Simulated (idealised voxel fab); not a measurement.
Presented below is a process module, voxel transistor to metal.
For reference, the cross-section in this document is cut, with width 150 nm and square cells of 5 nm.
Cross-section format: a grid of square cells, given as bands from top to bottom; each band is one or more rows of cells. This entry defines a band. It first specifies the height of the band's top and the height of its bottom in nm, and then specifies the band's materials from left to right, stating each material with its width in nm. The word "all across" identifies a single material that fills the band from edge to edge, while the word "air" identifies empty space. Counting heights begins at 0, where everything beneath is, in the wafer as received, one material. The lowest band has no bottom; it goes on downwards, as "from 0 down" shows. When a width is written as two numbers, as in "30..40", the first number is the width in the top row of cells of the band and the second is the width in its bottom row, and the width changes by the same amount from each row to the next. It should be understood that the words "identical to before", when stated for a given step, signify that the cross-section underwent no change in any of its cells during that step. Enclosed void catalog: empty space of 8 cells or more with no open way to the top, each as width x height at its distance from the left edge, in nm. Read whatever lies past the settings on a step's line as the simulator's own remark about the step. overlay nm: mask offset rightward from planned place, masked step; negative means leftward offset.
-- Intended process steps
- 1: RECEIVE, material Si
- 2: CONFORMAL_DEP, material SiO2, thk nm 5
- 3: CONFORMAL_DEP, material SiN, thk nm 10
- 4: PATTERN, tone cover, mask id ACTIVE, material resist, width nm 115, thk nm 15, overlay nm 0
- 5: DIRECTIONAL_ETCH, etch materials SiN, depth nm 10
- 6: DIRECTIONAL_ETCH, etch materials SiO2, depth nm 5
- 7: DIRECTIONAL_ETCH, etch materials Si, depth nm 20
- 8: STRIP, etch materials resist
- 9: FILL_DEP, material SiO2, thk nm 15
- 10: CMP, height nm 15
- 11: SELECTIVE_ETCH, etch materials SiO2, depth nm 10
- 12: STRIP, etch materials SiN
- 13: SELECTIVE_ETCH, etch materials SiO2, depth nm 5
- 14: OXIDIZE, depth nm 5
- 15: DIRECTIONAL_DEP, material polySi, thk nm 20
- 16: DIRECTIONAL_DEP, material SiCN, thk nm 10
- 17: DIRECTIONAL_DEP, material aC, thk nm 10
- 18: PATTERN, tone cover, mask id GATE, material resist, width nm 35, thk nm 30, overlay nm 0
- 19: DIRECTIONAL_ETCH, etch materials aC, depth nm 10
- 20: STRIP, etch materials resist
- 21: DIRECTIONAL_ETCH, etch materials SiCN, depth nm 20
- 22: DIRECTIONAL_ETCH, etch materials polySi, depth nm 30
- 23: STRIP, etch materials aC
- 24: CONFORMAL_DEP, material SiN, thk nm 5
- 25: DIRECTIONAL_ETCH, etch materials SiN, depth nm 5
- 26: DIRECTIONAL_ETCH, etch materials SiO2, depth nm 5
- 27: DIRECTIONAL_ETCH, etch materials Si, depth nm 5
- 28: EPI, material SiGe, thk nm 10
- 29: FILL_DEP, material SiO2, thk nm 10
- 30: CMP, height nm 20
- 31: STRIP, etch materials polySi
- 32: SELECTIVE_ETCH, etch materials SiO2, depth nm 5
- 33: CONFORMAL_DEP, material HfO2, thk nm 5
- 34: CONFORMAL_DEP, material TiN, thk nm 5
- 35: FILL_DEP, material W, thk nm 5
- 36: CMP, height nm 15
- 37: DIRECTIONAL_DEP, material SiO2, thk nm 10
- 38: PATTERN, tone open, mask id CONTACT, material resist, width nm 15, pitch nm 90, thk nm 20, overlay nm 0
- 39: DIRECTIONAL_ETCH, etch materials SiO2, depth nm 25
- 40: STRIP, etch materials resist
- 41: CONFORMAL_DEP, material TiN, thk nm 5
- 42: FILL_DEP, material W, thk nm 5
- 43: CMP, height nm 25
- 44: CONFORMAL_DEP, material SiCN, thk nm 5
- 45: DIRECTIONAL_DEP, material lowk, thk nm 20
- 46: PATTERN, tone open, mask id METAL_1, material resist, width nm 15, pitch nm 90, thk nm 15, overlay nm 0
- 47: DIRECTIONAL_ETCH, etch materials lowk, depth nm 20
- 48: DIRECTIONAL_ETCH, etch materials SiCN, depth nm 5
- 49: STRIP, etch materials resist
- 50: CONFORMAL_DEP, material TiN, thk nm 5
- 51: FILL_DEP, material Ru, thk nm 5
- 52: CMP, height nm 50
- 53: EPI, material Ru, thk nm 5
- 54: FILL_DEP, material SiCN, thk nm 5
-- Of two wafers, the first: run according to plan
-- Cross-section of the wafer at receipt, which is the condition after step 1
from 0 down: Si all across
Enclosed void catalog: none
-- State of the wafer after step 2, shown in cross-section
from 5 to 0: SiO2 all across
Beneath the level 0, the cross-section is identical to its previous state.
-- State of the wafer after step 3, shown in cross-section
from 15 to 5: SiN all across
Beneath the level 5, the cross-section is identical to its previous state.
-- State of the wafer after step 4, shown in cross-section
from 30 to 15: air=15  resist=115  air=20
Beneath the level 15, the cross-section is identical to its previous state.
-- State of the wafer after step 5, shown in cross-section
from 30 to 15: air=15  resist=115  air=20
from 15 to 5: air=15  SiN=115  air=20
Beneath the level 5, the cross-section is identical to its previous state.
-- State of the wafer after step 6, shown in cross-section
from 30 to 15: air=15  resist=115  air=20
from 15 to 5: air=15  SiN=115  air=20
from 5 to 0: air=15  SiO2=115  air=20
Beneath the level 0, the cross-section is identical to its previous state.
-- State of the wafer after step 7, shown in cross-section
from 30 to 15: air=15  resist=115  air=20
from 15 to 5: air=15  SiN=115  air=20
from 5 to 0: air=15  SiO2=115  air=20
from 0 to -20: air=15  Si=115  air=20
Beneath the level -20, the cross-section is identical to its previous state.
-- State of the wafer after step 8, shown in cross-section
from 15 to 5: air=15  SiN=115  air=20
Beneath the level 5, the cross-section is identical to its previous state.
-- State of the wafer after step 9, shown in cross-section
from 30 to 15: SiO2 all across
from 15 to 5: SiO2=15  SiN=115  SiO2=20
from 5 to 0: SiO2 all across
from 0 to -20: SiO2=15  Si=115  SiO2=20
Beneath the level -20, the cross-section is identical to its previous state.
-- State of the wafer after step 10, shown in cross-section
from 15 to 5: SiO2=15  SiN=115  SiO2=20
Beneath the level 5, the cross-section is identical to its previous state.
-- State of the wafer after step 11, shown in cross-section
from 15 to 5: air=15  SiN=115  air=20
Beneath the level 5, the cross-section is identical to its previous state.
-- State of the wafer after step 12, shown in cross-section
from 5 to 0: SiO2 all across
Beneath the level 0, the cross-section is identical to its previous state.
-- State of the wafer after step 13, shown in cross-section
from 0 to -20: SiO2=15  Si=115  SiO2=20
Beneath the level -20, the cross-section is identical to its previous state.
-- State of the wafer after step 14, shown in cross-section
from 0 to -5: SiO2 all across
Beneath the level -5, the cross-section is identical to its previous state.
-- State of the wafer after step 15, shown in cross-section
from 20 to 0: polySi all across
Beneath the level 0, the cross-section is identical to its previous state.
-- State of the wafer after step 16, shown in cross-section
from 30 to 20: SiCN all across
Beneath the level 20, the cross-section is identical to its previous state.
-- State of the wafer after step 17, shown in cross-section
from 40 to 30: aC all across
Beneath the level 30, the cross-section is identical to its previous state.
-- State of the wafer after step 18, shown in cross-section
from 70 to 40: air=55  resist=35  air=60
Beneath the level 40, the cross-section is identical to its previous state.
-- State of the wafer after step 19, shown in cross-section
from 60 to 40: air=55  resist=35  air=60
from 40 to 30: air=55  aC=35  air=60
Beneath the level 30, the cross-section is identical to its previous state.
-- State of the wafer after step 20, shown in cross-section
from 40 to 30: air=55  aC=35  air=60
Beneath the level 30, the cross-section is identical to its previous state.
-- State of the wafer after step 21, shown in cross-section
from 40 to 30: air=55  aC=35  air=60
from 30 to 20: air=55  SiCN=35  air=60
Beneath the level 20, the cross-section is identical to its previous state.
-- State of the wafer after step 22, shown in cross-section
from 40 to 30: air=55  aC=35  air=60
from 30 to 20: air=55  SiCN=35  air=60
from 20 to 0: air=55  polySi=35  air=60
Beneath the level 0, the cross-section is identical to its previous state.
-- State of the wafer after step 23, shown in cross-section
from 30 to 20: air=55  SiCN=35  air=60
Beneath the level 20, the cross-section is identical to its previous state.
-- State of the wafer after step 24, shown in cross-section
from 35 to 30: air=50  SiN=45  air=55
from 30 to 20: air=50  SiN=5  SiCN=35  SiN=5  air=55
from 20 to 5: air=50  SiN=5  polySi=35  SiN=5  air=55
from 5 to 0: SiN=55  polySi=35  SiN=60
Beneath the level 0, the cross-section is identical to its previous state.
-- State of the wafer after step 25, shown in cross-section
from 30 to 20: air=50  SiN=5  SiCN=35  SiN=5  air=55
from 20 to 0: air=50  SiN=5  polySi=35  SiN=5  air=55
Beneath the level 0, the cross-section is identical to its previous state.
-- State of the wafer after step 26, shown in cross-section
from 30 to 20: air=50  SiN=5  SiCN=35  SiN=5  air=55
from 20 to 0: air=50  SiN=5  polySi=35  SiN=5  air=55
from 0 to -5: air=50  SiO2=45  air=55
Beneath the level -5, the cross-section is identical to its previous state.
-- State of the wafer after step 27, shown in cross-section
from 30 to 20: air=50  SiN=5  SiCN=35  SiN=5  air=55
from 20 to 0: air=50  SiN=5  polySi=35  SiN=5  air=55
from 0 to -5: air=50  SiO2=45  air=55
from -5 to -10: SiO2=15  air=35  Si=45  air=35  SiO2=20
Beneath the level -10, the cross-section is identical to its previous state.
-- State of the wafer after step 28, shown in cross-section
from 30 to 20: air=50  SiN=5  SiCN=35  SiN=5  air=55
from 20 to 5: air=50  SiN=5  polySi=35  SiN=5  air=55
from 5 to 0: air=40  SiGe=10  SiN=5  polySi=35  SiN=5  SiGe=10  air=45
from 0 to -5: air=10  SiGe=40  SiO2=45  SiGe=40  air=15
from -5 to -10: SiO2=15  SiGe=35  Si=45  SiGe=35  SiO2=20
Beneath the level -10, the cross-section is identical to its previous state.
-- State of the wafer after step 29, shown in cross-section
from 40 to 30: SiO2 all across
from 30 to 20: SiO2=50  SiN=5  SiCN=35  SiN=5  SiO2=55
from 20 to 5: SiO2=50  SiN=5  polySi=35  SiN=5  SiO2=55
from 5 to 0: SiO2=40  SiGe=10  SiN=5  polySi=35  SiN=5  SiGe=10  SiO2=45
from 0 to -5: SiO2=10  SiGe=40  SiO2=45  SiGe=40  SiO2=15
Beneath the level -5, the cross-section is identical to its previous state.
-- State of the wafer after step 30, shown in cross-section
from 20 to 5: SiO2=50  SiN=5  polySi=35  SiN=5  SiO2=55
Beneath the level 5, the cross-section is identical to its previous state.
-- State of the wafer after step 31, shown in cross-section
from 20 to 5: SiO2=50  SiN=5  air=35  SiN=5  SiO2=55
from 5 to 0: SiO2=40  SiGe=10  SiN=5  air=35  SiN=5  SiGe=10  SiO2=45
Beneath the level 0, the cross-section is identical to its previous state.
-- State of the wafer after step 32, shown in cross-section
from 20 to 15: air=50  SiN=5  air=35  SiN=5  air=55
from 15 to 5: SiO2=50  SiN=5  air=35  SiN=5  SiO2=55
from 5 to 0: SiO2=40  SiGe=10  SiN=5  air=35  SiN=5  SiGe=10  SiO2=45
from 0 to -5: SiO2=10  SiGe=40  air=45  SiGe=40  SiO2=15
Beneath the level -5, the cross-section is identical to its previous state.
-- State of the wafer after step 33, shown in cross-section
from 25 to 20: air=45  HfO2=15  air=25  HfO2=15  air=50
from 20 to 15: HfO2=50  SiN=5  HfO2=5  air=25  HfO2=5  SiN=5  HfO2=55
from 15 to 5: SiO2=50  SiN=5  HfO2=5  air=25  HfO2=5  SiN=5  SiO2=55
from 5 to 0: SiO2=40  SiGe=10  SiN=5  HfO2=5  air=25  HfO2=5  SiN=5  SiGe=10  SiO2=45
from 0 to -5: SiO2=10  SiGe=40  HfO2=45  SiGe=40  SiO2=15
Beneath the level -5, the cross-section is identical to its previous state.
-- State of the wafer after step 34, shown in cross-section
from 30 to 25: air=40  TiN=25  air=15  TiN=25  air=45
from 25 to 20: TiN=45  HfO2=15  TiN=5  air=15  TiN=5  HfO2=15  TiN=50
from 20 to 15: HfO2=50  SiN=5  HfO2=5  TiN=5  air=15  TiN=5  HfO2=5  SiN=5  HfO2=55
from 15 to 5: SiO2=50  SiN=5  HfO2=5  TiN=5  air=15  TiN=5  HfO2=5  SiN=5  SiO2=55
from 5 to 0: SiO2=40  SiGe=10  SiN=5  HfO2=5  TiN=25  HfO2=5  SiN=5  SiGe=10  SiO2=45
Beneath the level 0, the cross-section is identical to its previous state.
-- State of the wafer after step 35, shown in cross-section
from 35 to 30: W all across
from 30 to 25: W=40  TiN=25  W=15  TiN=25  W=45
from 25 to 20: TiN=45  HfO2=15  TiN=5  W=15  TiN=5  HfO2=15  TiN=50
from 20 to 15: HfO2=50  SiN=5  HfO2=5  TiN=5  W=15  TiN=5  HfO2=5  SiN=5  HfO2=55
from 15 to 5: SiO2=50  SiN=5  HfO2=5  TiN=5  W=15  TiN=5  HfO2=5  SiN=5  SiO2=55
Beneath the level 5, the cross-section is identical to its previous state.
-- State of the wafer after step 36, shown in cross-section
from 15 to 5: SiO2=50  SiN=5  HfO2=5  TiN=5  W=15  TiN=5  HfO2=5  SiN=5  SiO2=55
Beneath the level 5, the cross-section is identical to its previous state.
-- State of the wafer after step 37, shown in cross-section
from 25 to 15: SiO2 all across
Beneath the level 15, the cross-section is identical to its previous state.
-- State of the wafer after step 38, shown in cross-section
from 45 to 25: resist=20  air=15  resist=75  air=15  resist=25
Beneath the level 25, the cross-section is identical to its previous state.
-- State of the wafer after step 39, shown in cross-section
from 45 to 25: resist=20  air=15  resist=75  air=15  resist=25
from 25 to 15: SiO2=20  air=15  SiO2=75  air=15  SiO2=25
from 15 to 5: SiO2=20  air=15  SiO2=15  SiN=5  HfO2=5  TiN=5  W=15  TiN=5  HfO2=5  SiN=5  SiO2=15  air=15  SiO2=25
from 5 to 0: SiO2=20  air=15  SiO2=5  SiGe=10  SiN=5  HfO2=5  TiN=25  HfO2=5  SiN=5  SiGe=10  SiO2=5  air=15  SiO2=25
Beneath the level 0, the cross-section is identical to its previous state.
-- State of the wafer after step 40, shown in cross-section
from 25 to 15: SiO2=20  air=15  SiO2=75  air=15  SiO2=25
Beneath the level 15, the cross-section is identical to its previous state.
-- State of the wafer after step 41, shown in cross-section
from 30 to 25: TiN=25  air=5  TiN=85  air=5  TiN=30
from 25 to 15: SiO2=20  TiN=5  air=5  TiN=5  SiO2=75  TiN=5  air=5  TiN=5  SiO2=25
from 15 to 5: SiO2=20  TiN=5  air=5  TiN=5  SiO2=15  SiN=5  HfO2=5  TiN=5  W=15  TiN=5  HfO2=5  SiN=5  SiO2=15  TiN=5  air=5  TiN=5  SiO2=25
from 5 to 0: SiO2=20  TiN=15  SiO2=5  SiGe=10  SiN=5  HfO2=5  TiN=25  HfO2=5  SiN=5  SiGe=10  SiO2=5  TiN=15  SiO2=25
Beneath the level 0, the cross-section is identical to its previous state.
-- State of the wafer after step 42, shown in cross-section
from 35 to 30: W all across
from 30 to 25: TiN=25  W=5  TiN=85  W=5  TiN=30
from 25 to 15: SiO2=20  TiN=5  W=5  TiN=5  SiO2=75  TiN=5  W=5  TiN=5  SiO2=25
from 15 to 5: SiO2=20  TiN=5  W=5  TiN=5  SiO2=15  SiN=5  HfO2=5  TiN=5  W=15  TiN=5  HfO2=5  SiN=5  SiO2=15  TiN=5  W=5  TiN=5  SiO2=25
Beneath the level 5, the cross-section is identical to its previous state.
-- State of the wafer after step 43, shown in cross-section
from 25 to 15: SiO2=20  TiN=5  W=5  TiN=5  SiO2=75  TiN=5  W=5  TiN=5  SiO2=25
Beneath the level 15, the cross-section is identical to its previous state.
-- State of the wafer after step 44, shown in cross-section
from 30 to 25: SiCN all across
Beneath the level 25, the cross-section is identical to its previous state.
-- State of the wafer after step 45, shown in cross-section
from 50 to 30: lowk all across
Beneath the level 30, the cross-section is identical to its previous state.
-- State of the wafer after step 46, shown in cross-section
from 65 to 50: resist=20  air=15  resist=75  air=15  resist=25
Beneath the level 50, the cross-section is identical to its previous state.
-- State of the wafer after step 47, shown in cross-section
from 65 to 50: resist=20  air=15  resist=75  air=15  resist=25
from 50 to 30: lowk=20  air=15  lowk=75  air=15  lowk=25
Beneath the level 30, the cross-section is identical to its previous state.
-- State of the wafer after step 48, shown in cross-section
from 65 to 50: resist=20  air=15  resist=75  air=15  resist=25
from 50 to 30: lowk=20  air=15  lowk=75  air=15  lowk=25
from 30 to 25: SiCN=20  air=15  SiCN=75  air=15  SiCN=25
Beneath the level 25, the cross-section is identical to its previous state.
-- State of the wafer after step 49, shown in cross-section
from 50 to 30: lowk=20  air=15  lowk=75  air=15  lowk=25
Beneath the level 30, the cross-section is identical to its previous state.
-- State of the wafer after step 50, shown in cross-section
from 55 to 50: TiN=25  air=5  TiN=85  air=5  TiN=30
from 50 to 30: lowk=20  TiN=5  air=5  TiN=5  lowk=75  TiN=5  air=5  TiN=5  lowk=25
from 30 to 25: SiCN=20  TiN=15  SiCN=75  TiN=15  SiCN=25
Beneath the level 25, the cross-section is identical to its previous state.
-- State of the wafer after step 51, shown in cross-section
from 60 to 55: Ru all across
from 55 to 50: TiN=25  Ru=5  TiN=85  Ru=5  TiN=30
from 50 to 30: lowk=20  TiN=5  Ru=5  TiN=5  lowk=75  TiN=5  Ru=5  TiN=5  lowk=25
Beneath the level 30, the cross-section is identical to its previous state.
-- State of the wafer after step 52, shown in cross-section
from 50 to 30: lowk=20  TiN=5  Ru=5  TiN=5  lowk=75  TiN=5  Ru=5  TiN=5  lowk=25
Beneath the level 30, the cross-section is identical to its previous state.
-- State of the wafer after step 53, shown in cross-section
from 55 to 50: air=15  Ru=25  air=65  Ru=25  air=20
Beneath the level 50, the cross-section is identical to its previous state.
-- State of the wafer after step 54, shown in cross-section
from 60 to 55: SiCN all across
from 55 to 50: SiCN=15  Ru=25  SiCN=65  Ru=25  SiCN=20
Beneath the level 50, the cross-section is identical to its previous state.
-- Here the second wafer is described. Its start and its plan were those of the first wafer. Its run contained one mistake. Up to and including step 17, it did exactly what the first wafer did
-- Second wafer, section view, time point: scheduled end of step 18
from 70 to 40: air=50  resist=35  air=65
Beneath the level 40, the cross-section is identical to its previous state.
-- Second wafer, section view, time point: scheduled end of step 19
from 60 to 40: air=50  resist=35  air=65
from 40 to 30: air=50  aC=35  air=65
Beneath the level 30, the cross-section is identical to its previous state.
-- Second wafer, section view, time point: scheduled end of step 20
from 40 to 30: air=50  aC=35  air=65
Beneath the level 30, the cross-section is identical to its previous state.
-- Second wafer, section view, time point: scheduled end of step 21
from 40 to 30: air=50  aC=35  air=65
from 30 to 20: air=50  SiCN=35  air=65
Beneath the level 20, the cross-section is identical to its previous state.
-- Second wafer, section view, time point: scheduled end of step 22
from 40 to 30: air=50  aC=35  air=65
from 30 to 20: air=50  SiCN=35  air=65
from 20 to 0: air=50  polySi=35  air=65
Beneath the level 0, the cross-section is identical to its previous state.
-- Second wafer, section view, time point: scheduled end of step 23
from 30 to 20: air=50  SiCN=35  air=65
Beneath the level 20, the cross-section is identical to its previous state.
-- Second wafer, section view, time point: scheduled end of step 24
from 35 to 30: air=45  SiN=45  air=60
from 30 to 20: air=45  SiN=5  SiCN=35  SiN=5  air=60
from 20 to 5: air=45  SiN=5  polySi=35  SiN=5  air=60
from 5 to 0: SiN=50  polySi=35  SiN=65
Beneath the level 0, the cross-section is identical to its previous state.
-- Second wafer, section view, time point: scheduled end of step 25
from 30 to 20: air=45  SiN=5  SiCN=35  SiN=5  air=60
from 20 to 0: air=45  SiN=5  polySi=35  SiN=5  air=60
Beneath the level 0, the cross-section is identical to its previous state.
-- Second wafer, section view, time point: scheduled end of step 26
from 30 to 20: air=45  SiN=5  SiCN=35  SiN=5  air=60
from 20 to 0: air=45  SiN=5  polySi=35  SiN=5  air=60
from 0 to -5: air=45  SiO2=45  air=60
Beneath the level -5, the cross-section is identical to its previous state.
-- Second wafer, section view, time point: scheduled end of step 27
from 30 to 20: air=45  SiN=5  SiCN=35  SiN=5  air=60
from 20 to 0: air=45  SiN=5  polySi=35  SiN=5  air=60
from 0 to -5: air=45  SiO2=45  air=60
from -5 to -10: SiO2=15  air=30  Si=45  air=40  SiO2=20
Beneath the level -10, the cross-section is identical to its previous state.
-- Second wafer, section view, time point: scheduled end of step 28
from 30 to 20: air=45  SiN=5  SiCN=35  SiN=5  air=60
from 20 to 5: air=45  SiN=5  polySi=35  SiN=5  air=60
from 5 to 0: air=35  SiGe=10  SiN=5  polySi=35  SiN=5  SiGe=10  air=50
from 0 to -5: air=10  SiGe=35  SiO2=45  SiGe=45  air=15
from -5 to -10: SiO2=15  SiGe=30  Si=45  SiGe=40  SiO2=20
Beneath the level -10, the cross-section is identical to its previous state.
-- Second wafer, section view, time point: scheduled end of step 29
from 40 to 30: SiO2 all across
from 30 to 20: SiO2=45  SiN=5  SiCN=35  SiN=5  SiO2=60
from 20 to 5: SiO2=45  SiN=5  polySi=35  SiN=5  SiO2=60
from 5 to 0: SiO2=35  SiGe=10  SiN=5  polySi=35  SiN=5  SiGe=10  SiO2=50
from 0 to -5: SiO2=10  SiGe=35  SiO2=45  SiGe=45  SiO2=15
Beneath the level -5, the cross-section is identical to its previous state.
-- Second wafer, section view, time point: scheduled end of step 30
from 20 to 5: SiO2=45  SiN=5  polySi=35  SiN=5  SiO2=60
Beneath the level 5, the cross-section is identical to its previous state.
-- Second wafer, section view, time point: scheduled end of step 31
from 20 to 5: SiO2=45  SiN=5  air=35  SiN=5  SiO2=60
from 5 to 0: SiO2=35  SiGe=10  SiN=5  air=35  SiN=5  SiGe=10  SiO2=50
Beneath the level 0, the cross-section is identical to its previous state.
-- Second wafer, section view, time point: scheduled end of step 32
from 20 to 15: air=45  SiN=5  air=35  SiN=5  air=60
from 15 to 5: SiO2=45  SiN=5  air=35  SiN=5  SiO2=60
from 5 to 0: SiO2=35  SiGe=10  SiN=5  air=35  SiN=5  SiGe=10  SiO2=50
from 0 to -5: SiO2=10  SiGe=35  air=45  SiGe=45  SiO2=15
Beneath the level -5, the cross-section is identical to its previous state.
-- Second wafer, section view, time point: scheduled end of step 33
from 25 to 20: air=40  HfO2=15  air=25  HfO2=15  air=55
from 20 to 15: HfO2=45  SiN=5  HfO2=5  air=25  HfO2=5  SiN=5  HfO2=60
from 15 to 5: SiO2=45  SiN=5  HfO2=5  air=25  HfO2=5  SiN=5  SiO2=60
from 5 to 0: SiO2=35  SiGe=10  SiN=5  HfO2=5  air=25  HfO2=5  SiN=5  SiGe=10  SiO2=50
from 0 to -5: SiO2=10  SiGe=35  HfO2=45  SiGe=45  SiO2=15
Beneath the level -5, the cross-section is identical to its previous state.
-- Second wafer, section view, time point: scheduled end of step 34
from 30 to 25: air=35  TiN=25  air=15  TiN=25  air=50
from 25 to 20: TiN=40  HfO2=15  TiN=5  air=15  TiN=5  HfO2=15  TiN=55
from 20 to 15: HfO2=45  SiN=5  HfO2=5  TiN=5  air=15  TiN=5  HfO2=5  SiN=5  HfO2=60
from 15 to 5: SiO2=45  SiN=5  HfO2=5  TiN=5  air=15  TiN=5  HfO2=5  SiN=5  SiO2=60
from 5 to 0: SiO2=35  SiGe=10  SiN=5  HfO2=5  TiN=25  HfO2=5  SiN=5  SiGe=10  SiO2=50
Beneath the level 0, the cross-section is identical to its previous state.
-- Second wafer, section view, time point: scheduled end of step 35
from 35 to 30: W all across
from 30 to 25: W=35  TiN=25  W=15  TiN=25  W=50
from 25 to 20: TiN=40  HfO2=15  TiN=5  W=15  TiN=5  HfO2=15  TiN=55
from 20 to 15: HfO2=45  SiN=5  HfO2=5  TiN=5  W=15  TiN=5  HfO2=5  SiN=5  HfO2=60
from 15 to 5: SiO2=45  SiN=5  HfO2=5  TiN=5  W=15  TiN=5  HfO2=5  SiN=5  SiO2=60
Beneath the level 5, the cross-section is identical to its previous state.
-- Second wafer, section view, time point: scheduled end of step 36
from 15 to 5: SiO2=45  SiN=5  HfO2=5  TiN=5  W=15  TiN=5  HfO2=5  SiN=5  SiO2=60
Beneath the level 5, the cross-section is identical to its previous state.
-- Second wafer, section view, time point: scheduled end of step 37
from 25 to 15: SiO2 all across
Beneath the level 15, the cross-section is identical to its previous state.
-- Second wafer, section view, time point: scheduled end of step 38
from 45 to 25: resist=20  air=15  resist=75  air=15  resist=25
Beneath the level 25, the cross-section is identical to its previous state.
-- Second wafer, section view, time point: scheduled end of step 39
from 45 to 25: resist=20  air=15  resist=75  air=15  resist=25
from 25 to 15: SiO2=20  air=15  SiO2=75  air=15  SiO2=25
from 15 to 5: SiO2=20  air=15  SiO2=10  SiN=5  HfO2=5  TiN=5  W=15  TiN=5  HfO2=5  SiN=5  SiO2=20  air=15  SiO2=25
from 5 to 0: SiO2=20  air=15  SiGe=10  SiN=5  HfO2=5  TiN=25  HfO2=5  SiN=5  SiGe=10  SiO2=10  air=15  SiO2=25
Beneath the level 0, the cross-section is identical to its previous state.
-- Second wafer, section view, time point: scheduled end of step 40
from 25 to 15: SiO2=20  air=15  SiO2=75  air=15  SiO2=25
Beneath the level 15, the cross-section is identical to its previous state.
-- Second wafer, section view, time point: scheduled end of step 41
from 30 to 25: TiN=25  air=5  TiN=85  air=5  TiN=30
from 25 to 15: SiO2=20  TiN=5  air=5  TiN=5  SiO2=75  TiN=5  air=5  TiN=5  SiO2=25
from 15 to 5: SiO2=20  TiN=5  air=5  TiN=5  SiO2=10  SiN=5  HfO2=5  TiN=5  W=15  TiN=5  HfO2=5  SiN=5  SiO2=20  TiN=5  air=5  TiN=5  SiO2=25
from 5 to 0: SiO2=20  TiN=15  SiGe=10  SiN=5  HfO2=5  TiN=25  HfO2=5  SiN=5  SiGe=10  SiO2=10  TiN=15  SiO2=25
Beneath the level 0, the cross-section is identical to its previous state.
-- Second wafer, section view, time point: scheduled end of step 42
from 35 to 30: W all across
from 30 to 25: TiN=25  W=5  TiN=85  W=5  TiN=30
from 25 to 15: SiO2=20  TiN=5  W=5  TiN=5  SiO2=75  TiN=5  W=5  TiN=5  SiO2=25
from 15 to 5: SiO2=20  TiN=5  W=5  TiN=5  SiO2=10  SiN=5  HfO2=5  TiN=5  W=15  TiN=5  HfO2=5  SiN=5  SiO2=20  TiN=5  W=5  TiN=5  SiO2=25
Beneath the level 5, the cross-section is identical to its previous state.
-- Second wafer, section view, time point: scheduled end of step 43
from 25 to 15: SiO2=20  TiN=5  W=5  TiN=5  SiO2=75  TiN=5  W=5  TiN=5  SiO2=25
Beneath the level 15, the cross-section is identical to its previous state.
-- Second wafer, section view, time point: scheduled end of step 44
from 30 to 25: SiCN all across
Beneath the level 25, the cross-section is identical to its previous state.
-- Second wafer, section view, time point: scheduled end of step 45
from 50 to 30: lowk all across
Beneath the level 30, the cross-section is identical to its previous state.
-- Second wafer, section view, time point: scheduled end of step 46
from 65 to 50: resist=20  air=15  resist=75  air=15  resist=25
Beneath the level 50, the cross-section is identical to its previous state.
-- Second wafer, section view, time point: scheduled end of step 47
from 65 to 50: resist=20  air=15  resist=75  air=15  resist=25
from 50 to 30: lowk=20  air=15  lowk=75  air=15  lowk=25
Beneath the level 30, the cross-section is identical to its previous state.
-- Second wafer, section view, time point: scheduled end of step 48
from 65 to 50: resist=20  air=15  resist=75  air=15  resist=25
from 50 to 30: lowk=20  air=15  lowk=75  air=15  lowk=25
from 30 to 25: SiCN=20  air=15  SiCN=75  air=15  SiCN=25
Beneath the level 25, the cross-section is identical to its previous state.
-- Second wafer, section view, time point: scheduled end of step 49
from 50 to 30: lowk=20  air=15  lowk=75  air=15  lowk=25
Beneath the level 30, the cross-section is identical to its previous state.
-- Second wafer, section view, time point: scheduled end of step 50
from 55 to 50: TiN=25  air=5  TiN=85  air=5  TiN=30
from 50 to 30: lowk=20  TiN=5  air=5  TiN=5  lowk=75  TiN=5  air=5  TiN=5  lowk=25
from 30 to 25: SiCN=20  TiN=15  SiCN=75  TiN=15  SiCN=25
Beneath the level 25, the cross-section is identical to its previous state.
-- Second wafer, section view, time point: scheduled end of step 51
from 60 to 55: Ru all across
from 55 to 50: TiN=25  Ru=5  TiN=85  Ru=5  TiN=30
from 50 to 30: lowk=20  TiN=5  Ru=5  TiN=5  lowk=75  TiN=5  Ru=5  TiN=5  lowk=25
Beneath the level 30, the cross-section is identical to its previous state.
-- Second wafer, section view, time point: scheduled end of step 52
from 50 to 30: lowk=20  TiN=5  Ru=5  TiN=5  lowk=75  TiN=5  Ru=5  TiN=5  lowk=25
Beneath the level 30, the cross-section is identical to its previous state.
-- Second wafer, section view, time point: scheduled end of step 53
from 55 to 50: air=15  Ru=25  air=65  Ru=25  air=20
Beneath the level 50, the cross-section is identical to its previous state.
-- Second wafer, section view, time point: scheduled end of step 54
from 60 to 55: SiCN all across
from 55 to 50: SiCN=15  Ru=25  SiCN=65  Ru=25  SiCN=20
Beneath the level 50, the cross-section is identical to its previous state.
What was the processing mistake? step 18 did not happen as planned, as run it was PATTERN, tone cover, mask id GATE, material resist, width nm 35, thk nm 30, overlay nm -5
Comparing end states, the material composition by cell count is preserved from the first wafer to the second, while the locations of the cells are not.
